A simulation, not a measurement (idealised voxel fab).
The following process module bears the name voxel ribs on slabs.
In the cross-section labelled cut, the width is 235 nm and each square cell is 5 nm.
Cross-section = grid of square cells, listed top down in bands; band = one or more rows. What a band's entry tells you: where the top is and where the bottom is, as heights in nm, and after that what lies inside, material by material from left to right, each with its width in nm. Empty space is written as the word "blank", and a single material marked with the word "everywhere" occupies the band from edge to edge. Height reference: 0 = level under which incoming wafer is all one material. Lowest band: no bottom, runs on downward, e.g. "0 down". The width entry "30 to 40" should be interpreted row by row: the top row of cells in the band takes the first number, the bottom row takes the second number, and the change between adjacent rows is uniform throughout. For the purposes of this document, the phrase "changes: none" attached to a step denotes that no cell within the cross-section was modified by that step. Heads up: "Closed internal voids" only lists the empty pockets with no open path to the top that are 8 cells or more, and it writes them as width x height at distance, distance from the left edge, in nm. It should be noted that, on the line of a given step, the content following the step's settings is a remark produced by the simulator itself with respect to that step. On any step carrying a mask, the "overlay nm" setting, if present on the step's line, tells how far right of its planned place the mask lay; negative values point to the left.
-- List of planned process steps
1) RECEIVE, material Si
2) DIRECTIONAL_DEP, material SiO2, thk nm 25
3) DIRECTIONAL_DEP, material polySi, thk nm 20
4) MASKED_ETCH, tone cover, mask id RIB, width nm 20, etch materials polySi, depth nm 5, overlay nm 0
5) MASKED_ETCH, tone cover, mask id SLAB, width nm 70, etch materials polySi, depth nm 15, overlay nm 0
6) FILL_DEP, material SiO2, thk nm 25
7) CMP, height nm 65
8) DIRECTIONAL_DEP, material TiN, thk nm 5
9) PATTERN, tone cover, mask id HEATER, material resist, width nm 30, thk nm 20, overlay nm 0
10) DIRECTIONAL_ETCH, etch materials TiN, depth nm 5
11) STRIP, etch materials resist
12) CONFORMAL_DEP, material SiO2, thk nm 5
-- First out of two wafers; run went to plan
-- Cross-sectional view of the wafer in its as-received condition, corresponding to the state after step 1
> 0 down | Si everywhere
> Closed internal voids: none
-- Wafer xsec, post step 2
> 25 to 0 | SiO2 everywhere
> Beneath the level 0, the cross-section is identical to its previous state.
-- Wafer xsec, post step 3
> 45 to 25 | polySi everywhere
> Beneath the level 25, the cross-section is identical to its previous state.
-- Wafer xsec, post step 4
> 45 to 40 | blank=105, polySi=20, blank=110
> Beneath the level 40, the cross-section is identical to its previous state.
-- Wafer xsec, post step 5
> 45 to 40 | blank=105, polySi=20, blank=110
> 40 to 25 | blank=80, polySi=70, blank=85
> Beneath the level 25, the cross-section is identical to its previous state.
-- Wafer xsec, post step 6
> 70 to 45 | SiO2 everywhere
> 45 to 40 | SiO2=105, polySi=20, SiO2=110
> 40 to 25 | SiO2=80, polySi=70, SiO2=85
> Beneath the level 25, the cross-section is identical to its previous state.
-- Wafer xsec, post step 7
> 65 to 45 | SiO2 everywhere
> Beneath the level 45, the cross-section is identical to its previous state.
-- Wafer xsec, post step 8
> 70 to 65 | TiN everywhere
> Beneath the level 65, the cross-section is identical to its previous state.
-- Wafer xsec, post step 9
> 90 to 70 | blank=100, resist=30, blank=105
> Beneath the level 70, the cross-section is identical to its previous state.
-- Wafer xsec, post step 10
> 90 to 70 | blank=100, resist=30, blank=105
> 70 to 65 | blank=100, TiN=30, blank=105
> Beneath the level 65, the cross-section is identical to its previous state.
-- Wafer xsec, post step 11
> 70 to 65 | blank=100, TiN=30, blank=105
> Beneath the level 65, the cross-section is identical to its previous state.
-- Wafer xsec, post step 12
> 75 to 70 | blank=95, SiO2=40, blank=100
> 70 to 65 | SiO2=100, TiN=30, SiO2=105
> Beneath the level 65, the cross-section is identical to its previous state.
-- Okay, second wafer. Nothing different at the start, nothing different in the plan, just one mistake somewhere in the running. As far as step 1, counting that step, it's the first wafer all over again
-- Cross-sectional representation of the second wafer at the time designated in the plan for the completion of step 2
> 20 to 0 | polySi everywhere
> Beneath the level 0, the cross-section is identical to its previous state.
-- Cross-sectional representation of the second wafer at the time designated in the plan for the completion of step 3
> 45 to 20 | SiO2 everywhere
> Beneath the level 20, the cross-section is identical to its previous state.
Cross-sectional representation of the second wafer at the time designated in the plan for the completion of step 4: changes: none
Cross-sectional representation of the second wafer at the time designated in the plan for the completion of step 5: changes: none
-- Cross-sectional representation of the second wafer at the time designated in the plan for the completion of step 6
> 70 to 20 | SiO2 everywhere
> Beneath the level 20, the cross-section is identical to its previous state.
-- Cross-sectional representation of the second wafer at the time designated in the plan for the completion of step 7
> 65 to 20 | SiO2 everywhere
> Beneath the level 20, the cross-section is identical to its previous state.
-- Cross-sectional representation of the second wafer at the time designated in the plan for the completion of step 8
> 70 to 65 | TiN everywhere
> Beneath the level 65, the cross-section is identical to its previous state.
-- Cross-sectional representation of the second wafer at the time designated in the plan for the completion of step 9
> 90 to 70 | blank=100, resist=30, blank=105
> Beneath the level 70, the cross-section is identical to its previous state.
-- Cross-sectional representation of the second wafer at the time designated in the plan for the completion of step 10
> 90 to 70 | blank=100, resist=30, blank=105
> 70 to 65 | blank=100, TiN=30, blank=105
> Beneath the level 65, the cross-section is identical to its previous state.
-- Cross-sectional representation of the second wafer at the time designated in the plan for the completion of step 11
> 70 to 65 | blank=100, TiN=30, blank=105
> Beneath the level 65, the cross-section is identical to its previous state.
-- Cross-sectional representation of the second wafer at the time designated in the plan for the completion of step 12
> 75 to 70 | blank=95, SiO2=40, blank=100
> 70 to 65 | SiO2=100, TiN=30, SiO2=105
> Beneath the level 65, the cross-section is identical to its previous state.
The plan and the run diverged here: the intended sequence of steps 2 and 3 was reversed during processing, with each occupying the position of the other
Count the cells at the end and the second wafer has more or fewer of some materials than the first: SiO2 -142 | polySi +142
